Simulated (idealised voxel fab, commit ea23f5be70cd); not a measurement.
Herein follows the process module entitled voxel self aligned vias.
The cross-section on display is named cut; it measures 280 nm wide, and its cells are 5 nm squares.
Bands, listed from the top down, are how a cross-section gets written in this document; the cross-section itself is a grid of square cells, and a band is one or more rows of them. Read a band's entry like this: the first values are the height of its top and the height of its bottom in nm, and what follows is the sequence of materials from left to right, each with its width in nm. Note that "empty" is empty space, and that a single material marked "everywhere" reaches across the band from edge to edge. Heights are expressed relative to 0, this being the level below which the as-received wafer comprises one material exclusively. The lowest band is unbounded in the downward direction and is denoted as in "0 and below". The notation "30..40" denotes a width that varies across the rows of cells in the band, beginning at the first number in the top row, finishing at the second number in the bottom row, and changing by an identical amount from each row to the next. Reading "nothing was modified" for a step: not a cell of the cross-section changed in it. Heads up: "Closed void catalog" only lists the empty pockets with no open path to the top that are 8 cells or more, and it writes them as width x height at distance, distance from the left edge, in nm. Whatever follows a step's settings on its line is a remark the simulator itself makes about that step. The optional step-line setting "overlay nm" applies to steps with a mask and quantifies how far to the right of its planned location the mask lay, a negative value indicating leftward placement.
THESE ARE THE STEPS WE PLANNED FOR THE PROCESS
1. RECEIVE,material Si
2. CONFORMAL_DEP,material SiO2,thk nm 10
3. CONFORMAL_DEP,material SiCN,thk nm 5
4. DIRECTIONAL_DEP,material lowk,thk nm 20
5. DIRECTIONAL_DEP,material aC,thk nm 10
6. PATTERN,tone open,mask id LINES,material resist,width nm 25,pitch nm 70,thk nm 25,overlay nm 0
7. DIRECTIONAL_ETCH,etch materials aC,depth nm 10
8. STRIP,etch materials resist
9. DIRECTIONAL_ETCH,etch materials lowk,depth nm 20
10. STRIP,etch materials aC
11. CONFORMAL_DEP,material TiN,thk nm 5
12. FILL_DEP,material Ru,thk nm 10
13. CMP,height nm 35
14. SELECTIVE_ETCH,etch materials W Ru TiN,depth nm 10
15. FILL_DEP,material SiN,thk nm 10
16. CMP,height nm 35
17. DIRECTIONAL_DEP,material lowk,thk nm 15
18. DIRECTIONAL_DEP,material aC,thk nm 15
19. PATTERN,tone open,mask id VIAS,material resist,width nm 45,pitch nm 70,thk nm 30,overlay nm 0
20. DIRECTIONAL_ETCH,etch materials aC,depth nm 15
21. STRIP,etch materials resist
22. DIRECTIONAL_ETCH,etch materials lowk,depth nm 15
23. DIRECTIONAL_ETCH,etch materials SiN,depth nm 10
24. STRIP,etch materials aC
25. CONFORMAL_DEP,material TiN,thk nm 5
26. FILL_DEP,material W,thk nm 10
27. CMP,height nm 50
28. CONFORMAL_DEP,material SiCN,thk nm 5
SO THIS IS THE INCOMING WAFER IN CROSS-SECTION - IT'S ALREADY BEEN THROUGH STEP 1
0 and below | Si everywhere
Closed void catalog: none
LOOKING AT THE FIRST OF TWO WAFERS IN CROSS-SECTION AT END OF MODULE - RAN TO PLAN
55 down to 50 | SiCN everywhere
50 down to 40 | lowk 45 nm, then TiN 5 nm, then W 35 nm, then TiN 5 nm, then lowk 25 nm, then TiN 5 nm, then W 35 nm, then TiN 5 nm, then lowk 25 nm, then TiN 5 nm, then W 35 nm, then TiN 5 nm, then lowk 50 nm
40 down to 30 | lowk 45..55 nm, then TiN 15..5 nm, then W 15 nm, then TiN 15..5 nm, then lowk 25..45 nm, then TiN 15..5 nm, then W 15 nm, then TiN 15..5 nm, then lowk 25..45 nm, then TiN 15..5 nm, then W 15 nm, then TiN 15..5 nm, then lowk 50..60 nm
30 down to 25 | lowk 55 nm, then TiN 25 nm, then lowk 45 nm, then TiN 25 nm, then lowk 45 nm, then TiN 25 nm, then lowk 60 nm
25 down to 20 | lowk 55 nm, then TiN 5 nm, then Ru 15 nm, then TiN 5 nm, then lowk 45 nm, then TiN 5 nm, then Ru 15 nm, then TiN 5 nm, then lowk 45 nm, then TiN 5 nm, then Ru 15 nm, then TiN 5 nm, then lowk 60 nm
20 down to 15 | lowk 55 nm, then TiN 25 nm, then lowk 45 nm, then TiN 25 nm, then lowk 45 nm, then TiN 25 nm, then lowk 60 nm
15 down to 10 | SiCN everywhere
10 down to 0 | SiO2 everywhere
0 and below | Si everywhere
Closed void catalog: none
CROSS-SECTIONAL IMAGE OF THE SECOND WAFER OF THE TWO FOLLOWING COMPLETION OF THE MODULE. STARTING STATE AND PROCESS PLAN WERE THE SAME AS FOR THE FIRST WAFER; ONE EXECUTION ERROR OCCURRED
55 down to 50 | SiCN everywhere
50 down to 40 | lowk 40 nm, then TiN 5 nm, then W 45 nm, then TiN 5 nm, then lowk 15 nm, then TiN 5 nm, then W 45 nm, then TiN 5 nm, then lowk 15 nm, then TiN 5 nm, then W 45 nm, then TiN 5 nm, then lowk 45 nm
40 down to 30 | lowk 40..55 nm, then TiN 20..5 nm, then W 15 nm, then TiN 20..5 nm, then lowk 15..45 nm, then TiN 20..5 nm, then W 15 nm, then TiN 20..5 nm, then lowk 15..45 nm, then TiN 20..5 nm, then W 15 nm, then TiN 20..5 nm, then lowk 45..60 nm
30 down to 25 | lowk 55 nm, then TiN 25 nm, then lowk 45 nm, then TiN 25 nm, then lowk 45 nm, then TiN 25 nm, then lowk 60 nm
25 down to 20 | lowk 55 nm, then TiN 5 nm, then Ru 15 nm, then TiN 5 nm, then lowk 45 nm, then TiN 5 nm, then Ru 15 nm, then TiN 5 nm, then lowk 45 nm, then TiN 5 nm, then Ru 15 nm, then TiN 5 nm, then lowk 60 nm
20 down to 15 | lowk 55 nm, then TiN 25 nm, then lowk 45 nm, then TiN 25 nm, then lowk 45 nm, then TiN 25 nm, then lowk 60 nm
15 down to 10 | SiCN everywhere
10 down to 0 | SiO2 everywhere
0 and below | Si everywhere
Closed void catalog: none
Short version of what went wrong: step 19 did not happen as planned, as run it was PATTERN,tone open,mask id VIAS,material resist,width nm 55,pitch nm 70,thk nm 30,overlay nm 0
Wrapping up, a cell-based count of both wafers puts the second over or under the first for these materials: +6 TiN | +12 W | -18 lowk
